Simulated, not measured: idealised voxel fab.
Title: Process Module voxel released beams
The cross-section shown here is cut; it is 260 nm wide and divided into square cells measuring 5 nm on a side.
Heads up, the way a cross-section reads in here is a grid of square cells, handed over as bands from the top down, with every band being one or more rows of cells. First you get the band's top height and its bottom height, in nm, and then the materials it's made of, left to right, with each width in nm. If you see a single material with "edge to edge", that one covers the band edge to edge. "air" is empty space. Basically, 0 is our baseline, since under it the wafer straight out of the box is all one material. The bottom band has no lower end and keeps on going down, so it looks like "0..down". The two numbers in a width such as "30 to 40" mark its ends across the band: the first belongs to the top row of cells, the second to the bottom row, and from each row to the next the width moves by the same amount. "no modification" means the step left every cell of the cross-section as it was. "Closed void register" means: voids of 8 cells or more that are shut off from the top with no open way through. Written width x height at distance, distance from the left edge, in nm. On each step's line, the part that comes after the settings is the simulator's own comment on the step. overlay nm, on a step with a mask: how far to the right of its planned place the mask lay; to the left if negative.
Here's what the planned process steps look like:
| 1 | RECEIVE,material Si |
| 2 | CONFORMAL_DEP,material SiN,thk nm 5 |
| 3 | DIRECTIONAL_DEP,material SiO2,thk nm 20 |
| 4 | DIRECTIONAL_DEP,material aC,thk nm 15 |
| 5 | PATTERN,tone open,mask id ANCHOR,material resist,width nm 25,thk nm 30,overlay nm -15 |
| 6 | DIRECTIONAL_ETCH,etch materials aC,depth nm 15 |
| 7 | STRIP,etch materials resist |
| 8 | DIRECTIONAL_ETCH,etch materials SiO2,depth nm 20 |
| 9 | STRIP,etch materials aC |
| 10 | CONFORMAL_DEP,material W,thk nm 10 |
| 11 | PATTERN,tone cover,mask id BEAM,material resist,width nm 80,thk nm 15,overlay nm 0 |
| 12 | DIRECTIONAL_ETCH,etch materials W,depth nm 10 |
| 13 | STRIP,etch materials resist |
| 14 | STRIP,etch materials SiO2 |
Variable across wafers: step 5 overlay nm (plan value is that of the first wafer; starting state common to all).
Cross-section of the first incoming wafer of several, state after step 1:
  0..down = Si edge to edge
  Closed void register: none
Module finished, last step 14 done: cross-section of the first of several wafers:
  35..25 = air 90, then W 75, then air 95
  25..15 = air 75, then W 10, then air 5, then W 10, then air 160
  15..5 = air 75, then W 25, then air 160
  5..0 = SiN edge to edge
  0..down = Si edge to edge
  Closed void register: none
Showing the last wafer in cross-section at the end of the module:
  35..25 = air 85, then W 30, then air 5, then W 45, then air 95
  25..15 = air 105, then W 10, then air 5, then W 10, then air 130
  15..5 = air 105, then W 25, then air 130
  5..0 = SiN edge to edge
  0..down = Si edge to edge
  Closed void register: none
Gained (+) or lost (-) cells of each material since receipt, then closed voids: one row per wafer, at the end of the module:
overlay nm -15 | +52 SiN | +48 W | Closed void register: none
overlay nm -10 | +52 SiN | +48 W | Closed void register: none
overlay nm -5 | +52 SiN | +48 W | Closed void register: none
overlay nm 0 | +52 SiN | +48 W | Closed void register: none
overlay nm 5 | +52 SiN | +48 W | Closed void register: none
overlay nm 10 | +52 SiN | +48 W | Closed void register: none
overlay nm 15 | +52 SiN | +48 W | Closed void register: none
